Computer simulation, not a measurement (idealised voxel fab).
process module | voxel released beams
cross-section cut | 220 nm wide | cells 5 nm
A cross-section is a grid of square cells, given in bands from the top down. A band is one or more rows of cells.
Each band's line starts with the height of the band's top and of its bottom, in nm. Then come its materials from left to right, each with its width in nm. One material with "throughout" fills the band from edge to edge. "air" is empty space.
Height 0 is the level under which the wafer as received is all one material. The lowest band goes on downwards, as in "0 down".
A width such as "30 to 40" changes by the same amount from each row of cells to the next, from the band's top row to its bottom row.
"no change" after a step means that no cell of the cross-section changed.
closed voids: empty space of 8 cells or more with no open way to the top, each as width x height at its distance from the left edge, in nm
after a step's settings: what the simulator itself notes on the step
overlay nm, on a step with a mask: how far to the right of its planned place the mask lay; to the left if negative
plan
1 op RECEIVE | material Si
2 op CONFORMAL_DEP | material SiN | thk nm 5
3 op DIRECTIONAL_DEP | material SiO2 | thk nm 10
4 op MASKED_ETCH | tone open | mask id ANCHOR | width nm 35 | etch materials SiO2 | depth nm 10 | overlay nm 0
5 op CONFORMAL_DEP | material TiN | thk nm 15
6 op DIRECTIONAL_DEP | material aC | thk nm 10
7 op PATTERN | tone cover | mask id BEAM | material resist | width nm 90 | thk nm 30 | overlay nm 0
8 op DIRECTIONAL_ETCH | etch materials aC | depth nm 10
9 op STRIP | etch materials resist
10 op DIRECTIONAL_ETCH | etch materials TiN | depth nm 15
11 op STRIP | etch materials aC
12 op STRIP | etch materials SiO2
as received, after step 1
  0 down: Si throughout
  closed voids: none
a wafer at the end: this start, this plan, one mistake
  30 to 20: air 60 | TiN 55 | air 105
  20 to 15: air 60 | TiN 90 | air 70
  15 to 5: air 50 | TiN 15 | SiO2 35 | TiN 50 | air 70
  5 to 0: SiN throughout
  0 down: Si throughout
  closed voids: none
what went wrong: step 4 ran as: op MASKED_ETCH | tone cover | mask id ANCHOR | width nm 35 | etch materials SiO2 | depth nm 10 | overlay nm 0
